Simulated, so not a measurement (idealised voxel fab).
Proc. module: voxel gate over fins
FYI the section here is cut, 155 nm wide, cells are 5 nm squares.
Bands, listed from the top down, are how a cross-section gets written in this document; the cross-section itself is a grid of square cells, and a band is one or more rows of them. Heads up on the band format: heights come first, top then bottom, in nm. After that it's the materials left to right, each with its width in nm. A single material flagged "all across" fills the whole band edge to edge, and "air" means there's empty space there. Heights are expressed relative to 0, this being the level below which the as-received wafer comprises one material exclusively. The lowest band is unbounded in the downward direction and is denoted as in "0 and below". A width such as "30..40" changes by the same amount from each row of cells to the next, from the band's top row to its bottom row. The cross-section has no changed cell in any step marked "no alteration". Under "Cavities, sealed" you'll find the enclosed gaps, the ones with no way out to the top, that are 8 cells or bigger; each reads width x height at distance, with distance counted from the left edge, everything in nm. It should be noted that, on the line of a given step, the content following the step's settings is a remark produced by the simulator itself with respect to that step. overlay nm: mask offset rightward from planned place, masked step; negative means leftward offset. Each pair of cross-sections that follows straddles one process step: the one shows the state before the step, the other the state after it, down to the lowest band that changed and no further. The step in question, and its settings, are given under the pair. Note that a pair is not necessarily a continuation of the pair above it, since pairs can come from different runs of this module on the same starting wafer; it is a continuation only where its entry headed "State before step" says so.

State before step
> 10 down to 5 = air: 5  TiN: 35  air: 20  TiN: 35  air: 20  TiN: 35  air: 5
> 5 down to 0 = air: 5  TiN: 5  HfO2: 25  TiN: 5  air: 20  TiN: 5  HfO2: 25  TiN: 5  air: 20  TiN: 5  HfO2: 25  TiN: 5  air: 5
> 0 down to -5 = air: 5  TiN: 5  HfO2: 5  Si: 15  HfO2: 5  TiN: 5  air: 20  TiN: 5  HfO2: 5  Si: 15  HfO2: 5  TiN: 5  air: 20  TiN: 5  HfO2: 5  Si: 15  HfO2: 5  TiN: 5  air: 5
> -5 down to -10 = TiN: 10  HfO2: 5  Si: 15  HfO2: 5  TiN: 30  HfO2: 5  Si: 15  HfO2: 5  TiN: 30  HfO2: 5  Si: 15  HfO2: 5  TiN: 10
> -10 down to -15 = HfO2: 15  Si: 15  HfO2: 40  Si: 15  HfO2: 40  Si: 15  HfO2: 15
> -15 down to -20 = SiO2: 15  Si: 15  SiO2: 40  Si: 15  SiO2: 40  Si: 15  SiO2: 15
> -20 down to -25 = SiO2: 15  Si: 15  SiO2: 5  TiN: 5  Ru: 15  TiN: 5  SiO2: 10  Si: 15  SiO2: 40  Si: 15  SiO2: 15
> -25 down to -30 = SiO2: 15  Si: 15  SiO2: 5  TiN: 25  SiO2: 10  Si: 15  SiO2: 40  Si: 15  SiO2: 15
> -30 down to -35 = SiO2: 15  Si: 15  SiO2: 40  Si: 15  SiO2: 40  Si: 15  SiO2: 15
> -35 and below = Si all across
> Cavities, sealed: none

Result of Step
> 15 down to 10 = TiAl: 45  air: 10  TiAl: 45  air: 10  TiAl: 45
> 10 down to 5 = TiAl: 5  TiN: 35  TiAl: 5  air: 10  TiAl: 5  TiN: 35  TiAl: 5  air: 10  TiAl: 5  TiN: 35  TiAl: 5
> 5 down to 0 = TiAl: 5  TiN: 5  HfO2: 25  TiN: 5  TiAl: 5  air: 10  TiAl: 5  TiN: 5  HfO2: 25  TiN: 5  TiAl: 5  air: 10  TiAl: 5  TiN: 5  HfO2: 25  TiN: 5  TiAl: 5
> 0 down to -5 = TiAl: 5  TiN: 5  HfO2: 5  Si: 15  HfO2: 5  TiN: 5  TiAl: 20  TiN: 5  HfO2: 5  Si: 15  HfO2: 5  TiN: 5  TiAl: 20  TiN: 5  HfO2: 5  Si: 15  HfO2: 5  TiN: 5  TiAl: 5
> Under -5: no change, same as before.
> Cavities, sealed: none
The before and after cross-sections above differ by one step: op CONFORMAL_DEP | material TiAl | thk nm 5

State before step: after-state, pair directly above.

Result of Step
> 20 down to 15 = TiN all across
> 15 down to 10 = TiAl: 45  TiN: 10  TiAl: 45  TiN: 10  TiAl: 45
> 10 down to 5 = TiAl: 5  TiN: 35  TiAl: 5  TiN: 10  TiAl: 5  TiN: 35  TiAl: 5  TiN: 10  TiAl: 5  TiN: 35  TiAl: 5
> 5 down to 0 = TiAl: 5  TiN: 5  HfO2: 25  TiN: 5  TiAl: 5  TiN: 10  TiAl: 5  TiN: 5  HfO2: 25  TiN: 5  TiAl: 5  TiN: 10  TiAl: 5  TiN: 5  HfO2: 25  TiN: 5  TiAl: 5
> Under 0: no change, same as before.
> Cavities, sealed: none
The before and after cross-sections above differ by one step: op CONFORMAL_DEP | material TiN | thk nm 5

State before step: after-state, pair directly above.

Result of Step
> 30 down to 20 = W all across
> Under 20: no change, same as before.
> Cavities, sealed: none
The before and after cross-sections above differ by one step: op FILL_DEP | material W | thk nm 10

State before step: after-state, pair directly above.

Result of Step
> 25 down to 20 = W all across
> Under 20: no change, same as before.
> Cavities, sealed: none
The before and after cross-sections above differ by one step: op CMP | height nm 25

State before step: after-state, pair directly above.

Result of Step
> 35 down to 25 = SiCN all across
> Under 25: no change, same as before.
> Cavities, sealed: none
The before and after cross-sections above differ by one step: op CONFORMAL_DEP | material SiCN | thk nm 10

State before step
> 20 down to 10 = aC all across
> 10 down to 0 = SiO2: 15  SiN: 15  SiO2: 40  SiN: 15  SiO2: 40  SiN: 15  SiO2: 15
> 0 down to -35 = SiO2: 15  Si: 15  SiO2: 40  Si: 15  SiO2: 40  Si: 15  SiO2: 15
> -35 and below = Si all across
> Cavities, sealed: none

Result of Step
> 45 down to 20 = resist: 45  air: 15  resist: 95
> Under 20: no change, same as before.
> Cavities, sealed: none
The before and after cross-sections above differ by one step: op PATTERN | tone open | mask id RAIL | material resist | width nm 15 | thk nm 25 | overlay nm 5

State before step: after-state, pair directly above.

Result of Step
> 35 down to 20 = resist: 45  air: 15  resist: 95
> 20 down to 10 = aC: 45  air: 15  aC: 95
> Under 10: no change, same as before.
> Cavities, sealed: none
The before and after cross-sections above differ by one step: op DIRECTIONAL_ETCH | etch materials aC | depth nm 10

State before step: after-state, pair directly above.

Result of Step
> 20 down to 10 = aC: 45  air: 15  aC: 95
> Under 10: no change, same as before.
> Cavities, sealed: none
The before and after cross-sections above differ by one step: op STRIP | etch materials resist

State before step: after-state, pair directly above.

Result of Step
> 20 down to 10 = aC: 45  air: 15  aC: 95
> 10 down to 0 = SiO2: 15  SiN: 15  SiO2: 15  air: 15  SiO2: 10  SiN: 15  SiO2: 40  SiN: 15  SiO2: 15
> 0 down to -30 = SiO2: 15  Si: 15  SiO2: 15  air: 15  SiO2: 10  Si: 15  SiO2: 40  Si: 15  SiO2: 15
> Under -30: no change, same as before.
> Cavities, sealed: none
The before and after cross-sections above differ by one step: op DIRECTIONAL_ETCH | etch materials SiO2 | depth nm 40

State before step: after-state, pair directly above.

Result of Step
> 10 down to 0 = SiO2: 15  SiN: 15  SiO2: 15  air: 15  SiO2: 10  SiN: 15  SiO2: 40  SiN: 15  SiO2: 15
> Under 0: no change, same as before.
> Cavities, sealed: none
The before and after cross-sections above differ by one step: op STRIP | etch materials aC

State before step: after-state, pair directly above.

Result of Step
> 15 down to 10 = TiN: 50  air: 5  TiN: 100
> 10 down to 0 = SiO2: 15  SiN: 15  SiO2: 15  TiN: 5  air: 5  TiN: 5  SiO2: 10  SiN: 15  SiO2: 40  SiN: 15  SiO2: 15
> 0 down to -25 = SiO2: 15  Si: 15  SiO2: 15  TiN: 5  air: 5  TiN: 5  SiO2: 10  Si: 15  SiO2: 40  Si: 15  SiO2: 15
> -25 down to -30 = SiO2: 15  Si: 15  SiO2: 15  TiN: 15  SiO2: 10  Si: 15  SiO2: 40  Si: 15  SiO2: 15
> Under -30: no change, same as before.
> Cavities, sealed: none
The before and after cross-sections above differ by one step: op CONFORMAL_DEP | material TiN | thk nm 5

State before step: after-state, pair directly above.

Result of Step
> 25 down to 15 = Ru all across
> 15 down to 10 = TiN: 50  Ru: 5  TiN: 100
> 10 down to 0 = SiO2: 15  SiN: 15  SiO2: 15  TiN: 5  Ru: 5  TiN: 5  SiO2: 10  SiN: 15  SiO2: 40  SiN: 15  SiO2: 15
> 0 down to -25 = SiO2: 15  Si: 15  SiO2: 15  TiN: 5  Ru: 5  TiN: 5  SiO2: 10  Si: 15  SiO2: 40  Si: 15  SiO2: 15
> Under -25: no change, same as before.
> Cavities, sealed: none
The before and after cross-sections above differ by one step: op FILL_DEP | material Ru | thk nm 10

State before step: after-state, pair directly above.

Result of Step
> 10 down to 0 = SiO2: 15  SiN: 15  SiO2: 15  TiN: 5  Ru: 5  TiN: 5  SiO2: 10  SiN: 15  SiO2: 40  SiN: 15  SiO2: 15
> Under 0: no change, same as before.
> Cavities, sealed: none
The before and after cross-sections above differ by one step: op CMP | height nm 10

State before step: after-state, pair directly above.

Result of Step
> 10 down to 0 = SiO2: 15  SiN: 15  SiO2: 15  air: 15  SiO2: 10  SiN: 15  SiO2: 40  SiN: 15  SiO2: 15
> 0 down to -20 = SiO2: 15  Si: 15  SiO2: 15  air: 15  SiO2: 10  Si: 15  SiO2: 40  Si: 15  SiO2: 15
> Under -20: no change, same as before.
> Cavities, sealed: none
The before and after cross-sections above differ by one step: op SELECTIVE_ETCH | etch materials W Ru TiN | depth nm 30

State before step: after-state, pair directly above.

Result of Step
> 15 down to 10 = SiO2 all across
> 10 down to 0 = SiO2: 15  SiN: 15  SiO2: 40  SiN: 15  SiO2: 40  SiN: 15  SiO2: 15
> 0 down to -20 = SiO2: 15  Si: 15  SiO2: 40  Si: 15  SiO2: 40  Si: 15  SiO2: 15
> Under -20: no change, same as before.
> Cavities, sealed: none
The before and after cross-sections above differ by one step: op FILL_DEP | material SiO2 | thk nm 5

State before step: after-state, pair directly above.

Result of Step
> 10 down to 0 = SiO2: 15  SiN: 15  SiO2: 40  SiN: 15  SiO2: 40  SiN: 15  SiO2: 15
> Under 0: no change, same as before.
> Cavities, sealed: none
The before and after cross-sections above differ by one step: op CMP | height nm 10

State before step: after-state, pair directly above.

Result of Step
> 10 down to 0 = air: 15  SiN: 15  air: 40  SiN: 15  air: 40  SiN: 15  air: 15
> 0 down to -15 = air: 15  Si: 15  air: 40  Si: 15  air: 40  Si: 15  air: 15
> Under -15: no change, same as before.
> Cavities, sealed: none
The before and after cross-sections above differ by one step: op SELECTIVE_ETCH | etch materials SiO2 | depth nm 25

State before step: after-state, pair directly above.

Result of Step
> 0 down to -15 = air: 15  Si: 15  air: 40  Si: 15  air: 40  Si: 15  air: 15
> Under -15: no change, same as before.
> Cavities, sealed: none
The before and after cross-sections above differ by one step: op STRIP | etch materials SiN

State before step: after-state, pair directly above.

Result of Step
> 5 down to 0 = air: 10  HfO2: 25  air: 30  HfO2: 25  air: 30  HfO2: 25  air: 10
> 0 down to -10 = air: 10  HfO2: 5  Si: 15  HfO2: 5  air: 30  HfO2: 5  Si: 15  HfO2: 5  air: 30  HfO2: 5  Si: 15  HfO2: 5  air: 10
> -10 down to -15 = HfO2: 15  Si: 15  HfO2: 40  Si: 15  HfO2: 40  Si: 15  HfO2: 15
> Under -15: no change, same as before.
> Cavities, sealed: none
The before and after cross-sections above differ by one step: op CONFORMAL_DEP | material HfO2 | thk nm 5

State before step: after-state, pair directly above.

Result of Step
> 10 down to 5 = air: 5  TiN: 35  air: 20  TiN: 35  air: 20  TiN: 35  air: 5
> 5 down to 0 = air: 5  TiN: 5  HfO2: 25  TiN: 5  air: 20  TiN: 5  HfO2: 25  TiN: 5  air: 20  TiN: 5  HfO2: 25  TiN: 5  air: 5
> 0 down to -5 = air: 5  TiN: 5  HfO2: 5  Si: 15  HfO2: 5  TiN: 5  air: 20  TiN: 5  HfO2: 5  Si: 15  HfO2: 5  TiN: 5  air: 20  TiN: 5  HfO2: 5  Si: 15  HfO2: 5  TiN: 5  air: 5
> -5 down to -10 = TiN: 10  HfO2: 5  Si: 15  HfO2: 5  TiN: 30  HfO2: 5  Si: 15  HfO2: 5  TiN: 30  HfO2: 5  Si: 15  HfO2: 5  TiN: 10
> Under -10: no change, same as before.
> Cavities, sealed: none
The before and after cross-sections above differ by one step: op CONFORMAL_DEP | material TiN | thk nm 5

State before step: after-state, pair directly above.

Result of Step
> 15 down to 10 = TiAl: 45  air: 10  TiAl: 45  air: 10  TiAl: 45
> 10 down to 5 = TiAl: 5  TiN: 35  TiAl: 5  air: 10  TiAl: 5  TiN: 35  TiAl: 5  air: 10  TiAl: 5  TiN: 35  TiAl: 5
> 5 down to 0 = TiAl: 5  TiN: 5  HfO2: 25  TiN: 5  TiAl: 5  air: 10  TiAl: 5  TiN: 5  HfO2: 25  TiN: 5  TiAl: 5  air: 10  TiAl: 5  TiN: 5  HfO2: 25  TiN: 5  TiAl: 5
> 0 down to -5 = TiAl: 5  TiN: 5  HfO2: 5  Si: 15  HfO2: 5  TiN: 5  TiAl: 20  TiN: 5  HfO2: 5  Si: 15  HfO2: 5  TiN: 5  TiAl: 20  TiN: 5  HfO2: 5  Si: 15  HfO2: 5  TiN: 5  TiAl: 5
> Under -5: no change, same as before.
> Cavities, sealed: none
The before and after cross-sections above differ by one step: op CONFORMAL_DEP | material TiAl | thk nm 5

State before step: after-state, pair directly above.

Result of Step
> 20 down to 15 = TiN all across
> 15 down to 10 = TiAl: 45  TiN: 10  TiAl: 45  TiN: 10  TiAl: 45
> 10 down to 5 = TiAl: 5  TiN: 35  TiAl: 5  TiN: 10  TiAl: 5  TiN: 35  TiAl: 5  TiN: 10  TiAl: 5  TiN: 35  TiAl: 5
> 5 down to 0 = TiAl: 5  TiN: 5  HfO2: 25  TiN: 5  TiAl: 5  TiN: 10  TiAl: 5  TiN: 5  HfO2: 25  TiN: 5  TiAl: 5  TiN: 10  TiAl: 5  TiN: 5  HfO2: 25  TiN: 5  TiAl: 5
> Under 0: no change, same as before.
> Cavities, sealed: none
The before and after cross-sections above differ by one step: op CONFORMAL_DEP | material TiN | thk nm 5

State before step: after-state, pair directly above.

Result of Step
> 30 down to 20 = W all across
> Under 20: no change, same as before.
> Cavities, sealed: none
The before and after cross-sections above differ by one step: op FILL_DEP | material W | thk nm 10

State before step: after-state, pair directly above.

Result of Step
> 25 down to 20 = W all across
> Under 20: no change, same as before.
> Cavities, sealed: none
The before and after cross-sections above differ by one step: op CMP | height nm 25

State before step: after-state, pair directly above.

Result of Step
> 35 down to 25 = SiCN all across
> Under 25: no change, same as before.
> Cavities, sealed: none
The before and after cross-sections above differ by one step: op CONFORMAL_DEP | material SiCN | thk nm 10

State before step
> 20 down to 15 = TiN all across
> 15 down to 10 = TiAl: 45  TiN: 10  TiAl: 45  TiN: 10  TiAl: 45
> 10 down to 5 = TiAl: 5  TiN: 35  TiAl: 5  TiN: 10  TiAl: 5  TiN: 35  TiAl: 5  TiN: 10  TiAl: 5  TiN: 35  TiAl: 5
> 5 down to 0 = TiAl: 5  TiN: 5  HfO2: 25  TiN: 5  TiAl: 5  TiN: 10  TiAl: 5  TiN: 5  HfO2: 25  TiN: 5  TiAl: 5  TiN: 10  TiAl: 5  TiN: 5  HfO2: 25  TiN: 5  TiAl: 5
> 0 down to -5 = TiAl: 5  TiN: 5  HfO2: 5  Si: 15  HfO2: 5  TiN: 5  TiAl: 20  TiN: 5  HfO2: 5  Si: 15  HfO2: 5  TiN: 5  TiAl: 20  TiN: 5  HfO2: 5  Si: 15  HfO2: 5  TiN: 5  TiAl: 5
> -5 down to -10 = TiN: 10  HfO2: 5  Si: 15  HfO2: 5  TiN: 30  HfO2: 5  Si: 15  HfO2: 5  TiN: 30  HfO2: 5  Si: 15  HfO2: 5  TiN: 10
> -10 down to -15 = HfO2: 15  Si: 15  HfO2: 40  Si: 15  HfO2: 40  Si: 15  HfO2: 15
> -15 down to -20 = SiO2: 15  Si: 15  SiO2: 40  Si: 15  SiO2: 40  Si: 15  SiO2: 15
> -20 down to -25 = SiO2: 15  Si: 15  SiO2: 10  TiN: 5  Ru: 5  TiN: 5  SiO2: 15  Si: 15  SiO2: 40  Si: 15  SiO2: 15
> -25 down to -30 = SiO2: 15  Si: 15  SiO2: 10  TiN: 15  SiO2: 15  Si: 15  SiO2: 40  Si: 15  SiO2: 15
> -30 down to -35 = SiO2: 15  Si: 15  SiO2: 40  Si: 15  SiO2: 40  Si: 15  SiO2: 15
> -35 and below = Si all across
> Cavities, sealed: none

Result of Step
> 30 down to 20 = aC all across
> Under 20: no change, same as before.
> Cavities, sealed: none
The before and after cross-sections above differ by one step: op FILL_DEP | material aC | thk nm 10

State before step: after-state, pair directly above.

Result of Step
> 25 down to 20 = aC all across
> Under 20: no change, same as before.
> Cavities, sealed: none
The before and after cross-sections above differ by one step: op CMP | height nm 25

State before step: after-state, pair directly above.

Result of Step
> 35 down to 25 = SiCN all across
> Under 25: no change, same as before.
> Cavities, sealed: none
The before and after cross-sections above differ by one step: op CONFORMAL_DEP | material SiCN | thk nm 10

State before step
> 20 down to 10 = aC all across
> 10 down to 0 = SiO2: 15  SiN: 15  SiO2: 40  SiN: 15  SiO2: 40  SiN: 15  SiO2: 15
> 0 down to -35 = SiO2: 15  Si: 15  SiO2: 40  Si: 15  SiO2: 40  Si: 15  SiO2: 15
> -35 and below = Si all across
> Cavities, sealed: none

Result of Step
> 45 down to 20 = air: 40  resist: 15  air: 100
> Under 20: no change, same as before.
> Cavities, sealed: none
The before and after cross-sections above differ by one step: op PATTERN | tone cover | mask id RAIL | material resist | width nm 15 | thk nm 25 | overlay nm 0

State before step: after-state, pair directly above.

Result of Step
> 35 down to 20 = air: 40  resist: 15  air: 100
> 20 down to 10 = air: 40  aC: 15  air: 100
> Under 10: no change, same as before.
> Cavities, sealed: none
The before and after cross-sections above differ by one step: op DIRECTIONAL_ETCH | etch materials aC | depth nm 10

State before step: after-state, pair directly above.

Result of Step
> 20 down to 10 = air: 40  aC: 15  air: 100
> Under 10: no change, same as before.
> Cavities, sealed: none
The before and after cross-sections above differ by one step: op STRIP | etch materials resist

State before step: after-state, pair directly above.

Result of Step
> 20 down to 10 = air: 40  aC: 15  air: 100
> 10 down to 0 = air: 15  SiN: 15  air: 10  SiO2: 15  air: 15  SiN: 15  air: 40  SiN: 15  air: 15
> 0 down to -30 = air: 15  Si: 15  air: 10  SiO2: 15  air: 15  Si: 15  air: 40  Si: 15  air: 15
> Under -30: no change, same as before.
> Cavities, sealed: none
The before and after cross-sections above differ by one step: op DIRECTIONAL_ETCH | etch materials SiO2 | depth nm 40

State before step: after-state, pair directly above.

Result of Step
> 10 down to 0 = air: 15  SiN: 15  air: 10  SiO2: 15  air: 15  SiN: 15  air: 40  SiN: 15  air: 15
> Under 0: no change, same as before.
> Cavities, sealed: none
The before and after cross-sections above differ by one step: op STRIP | etch materials aC

State before step: after-state, pair directly above.

Result of Step
> 15 down to 10 = air: 10  TiN: 50  air: 5  TiN: 25  air: 30  TiN: 25  air: 10
> 10 down to 0 = air: 10  TiN: 5  SiN: 15  TiN: 10  SiO2: 15  TiN: 5  air: 5  TiN: 5  SiN: 15  TiN: 5  air: 30  TiN: 5  SiN: 15  TiN: 5  air: 10
> 0 down to -25 = air: 10  TiN: 5  Si: 15  TiN: 10  SiO2: 15  TiN: 5  air: 5  TiN: 5  Si: 15  TiN: 5  air: 30  TiN: 5  Si: 15  TiN: 5  air: 10
> -25 down to -30 = TiN: 15  Si: 15  TiN: 10  SiO2: 15  TiN: 15  Si: 15  TiN: 40  Si: 15  TiN: 15
> Under -30: no change, same as before.
> Cavities, sealed: none
The before and after cross-sections above differ by one step: op CONFORMAL_DEP | material TiN | thk nm 5

State before step: after-state, pair directly above.

Result of Step
> 25 down to 15 = Ru all across
> 15 down to 10 = Ru: 10  TiN: 50  Ru: 5  TiN: 25  Ru: 30  TiN: 25  Ru: 10
> 10 down to 0 = Ru: 10  TiN: 5  SiN: 15  TiN: 10  SiO2: 15  TiN: 5  Ru: 5  TiN: 5  SiN: 15  TiN: 5  Ru: 30  TiN: 5  SiN: 15  TiN: 5  Ru: 10
> 0 down to -25 = Ru: 10  TiN: 5  Si: 15  TiN: 10  SiO2: 15  TiN: 5  Ru: 5  TiN: 5  Si: 15  TiN: 5  Ru: 30  TiN: 5  Si: 15  TiN: 5  Ru: 10
> Under -25: no change, same as before.
> Cavities, sealed: none
The before and after cross-sections above differ by one step: op FILL_DEP | material Ru | thk nm 10

State before step: after-state, pair directly above.

Result of Step
> 10 down to 0 = Ru: 10  TiN: 5  SiN: 15  TiN: 10  SiO2: 15  TiN: 5  Ru: 5  TiN: 5  SiN: 15  TiN: 5  Ru: 30  TiN: 5  SiN: 15  TiN: 5  Ru: 10
> Under 0: no change, same as before.
> Cavities, sealed: none
The before and after cross-sections above differ by one step: op CMP | height nm 10

State before step: after-state, pair directly above.

Result of Step
> 10 down to 0 = air: 15  SiN: 15  air: 10  SiO2: 15  air: 15  SiN: 15  air: 40  SiN: 15  air: 15
> 0 down to -20 = air: 15  Si: 15  air: 10  SiO2: 15  air: 15  Si: 15  air: 40  Si: 15  air: 15
> Under -20: no change, same as before.
> Cavities, sealed: none
The before and after cross-sections above differ by one step: op SELECTIVE_ETCH | etch materials W Ru TiN | depth nm 30

State before step: after-state, pair directly above.

Result of Step
> 15 down to 10 = SiO2 all across
> 10 down to 0 = SiO2: 15  SiN: 15  SiO2: 40  SiN: 15  SiO2: 40  SiN: 15  SiO2: 15
> 0 down to -20 = SiO2: 15  Si: 15  SiO2: 40  Si: 15  SiO2: 40  Si: 15  SiO2: 15
> Under -20: no change, same as before.
> Cavities, sealed: none
The before and after cross-sections above differ by one step: op FILL_DEP | material SiO2 | thk nm 5

State before step: after-state, pair directly above.

Result of Step
> 10 down to 0 = SiO2: 15  SiN: 15  SiO2: 40  SiN: 15  SiO2: 40  SiN: 15  SiO2: 15
> Under 0: no change, same as before.
> Cavities, sealed: none
The before and after cross-sections above differ by one step: op CMP | height nm 10

State before step: after-state, pair directly above.

Result of Step
> 10 down to 0 = air: 15  SiN: 15  air: 40  SiN: 15  air: 40  SiN: 15  air: 15
> 0 down to -15 = air: 15  Si: 15  air: 40  Si: 15  air: 40  Si: 15  air: 15
> Under -15: no change, same as before.
> Cavities, sealed: none
The before and after cross-sections above differ by one step: op SELECTIVE_ETCH | etch materials SiO2 | depth nm 25

State before step: after-state, pair directly above.

Result of Step
> 0 down to -15 = air: 15  Si: 15  air: 40  Si: 15  air: 40  Si: 15  air: 15
> Under -15: no change, same as before.
> Cavities, sealed: none
The before and after cross-sections above differ by one step: op STRIP | etch materials SiN

State before step: after-state, pair directly above.

Result of Step
> 5 down to 0 = air: 10  HfO2: 25  air: 30  HfO2: 25  air: 30  HfO2: 25  air: 10
> 0 down to -10 = air: 10  HfO2: 5  Si: 15  HfO2: 5  air: 30  HfO2: 5  Si: 15  HfO2: 5  air: 30  HfO2: 5  Si: 15  HfO2: 5  air: 10
> -10 down to -15 = HfO2: 15  Si: 15  HfO2: 40  Si: 15  HfO2: 40  Si: 15  HfO2: 15
> Under -15: no change, same as before.
> Cavities, sealed: none
The before and after cross-sections above differ by one step: op CONFORMAL_DEP | material HfO2 | thk nm 5

State before step: after-state, pair directly above.

Result of Step
> 10 down to 5 = air: 5  TiN: 35  air: 20  TiN: 35  air: 20  TiN: 35  air: 5
> 5 down to 0 = air: 5  TiN: 5  HfO2: 25  TiN: 5  air: 20  TiN: 5  HfO2: 25  TiN: 5  air: 20  TiN: 5  HfO2: 25  TiN: 5  air: 5
> 0 down to -5 = air: 5  TiN: 5  HfO2: 5  Si: 15  HfO2: 5  TiN: 5  air: 20  TiN: 5  HfO2: 5  Si: 15  HfO2: 5  TiN: 5  air: 20  TiN: 5  HfO2: 5  Si: 15  HfO2: 5  TiN: 5  air: 5
> -5 down to -10 = TiN: 10  HfO2: 5  Si: 15  HfO2: 5  TiN: 30  HfO2: 5  Si: 15  HfO2: 5  TiN: 30  HfO2: 5  Si: 15  HfO2: 5  TiN: 10
> Under -10: no change, same as before.
> Cavities, sealed: none
The before and after cross-sections above differ by one step: op CONFORMAL_DEP | material TiN | thk nm 5

State before step: after-state, pair directly above.

Result of Step
> 15 down to 10 = TiAl: 45  air: 10  TiAl: 45  air: 10  TiAl: 45
> 10 down to 5 = TiAl: 5  TiN: 35  TiAl: 5  air: 10  TiAl: 5  TiN: 35  TiAl: 5  air: 10  TiAl: 5  TiN: 35  TiAl: 5
> 5 down to 0 = TiAl: 5  TiN: 5  HfO2: 25  TiN: 5  TiAl: 5  air: 10  TiAl: 5  TiN: 5  HfO2: 25  TiN: 5  TiAl: 5  air: 10  TiAl: 5  TiN: 5  HfO2: 25  TiN: 5  TiAl: 5
> 0 down to -5 = TiAl: 5  TiN: 5  HfO2: 5  Si: 15  HfO2: 5  TiN: 5  TiAl: 20  TiN: 5  HfO2: 5  Si: 15  HfO2: 5  TiN: 5  TiAl: 20  TiN: 5  HfO2: 5  Si: 15  HfO2: 5  TiN: 5  TiAl: 5
> Under -5: no change, same as before.
> Cavities, sealed: none
The before and after cross-sections above differ by one step: op CONFORMAL_DEP | material TiAl | thk nm 5

State before step: after-state, pair directly above.

Result of Step
> 20 down to 15 = TiN all across
> 15 down to 10 = TiAl: 45  TiN: 10  TiAl: 45  TiN: 10  TiAl: 45
> 10 down to 5 = TiAl: 5  TiN: 35  TiAl: 5  TiN: 10  TiAl: 5  TiN: 35  TiAl: 5  TiN: 10  TiAl: 5  TiN: 35  TiAl: 5
> 5 down to 0 = TiAl: 5  TiN: 5  HfO2: 25  TiN: 5  TiAl: 5  TiN: 10  TiAl: 5  TiN: 5  HfO2: 25  TiN: 5  TiAl: 5  TiN: 10  TiAl: 5  TiN: 5  HfO2: 25  TiN: 5  TiAl: 5
> Under 0: no change, same as before.
> Cavities, sealed: none
The before and after cross-sections above differ by one step: op CONFORMAL_DEP | material TiN | thk nm 5

State before step: after-state, pair directly above.

Result of Step
> 30 down to 20 = W all across
> Under 20: no change, same as before.
> Cavities, sealed: none
The before and after cross-sections above differ by one step: op FILL_DEP | material W | thk nm 10

State before step: after-state, pair directly above.

Result of Step
> 25 down to 20 = W all across
> Under 20: no change, same as before.
> Cavities, sealed: none
The before and after cross-sections above differ by one step: op CMP | height nm 25

State before step: after-state, pair directly above.

Result of Step
> 35 down to 25 = SiCN all across
> Under 25: no change, same as before.
> Cavities, sealed: none
The before and after cross-sections above differ by one step: op CONFORMAL_DEP | material SiCN | thk nm 10
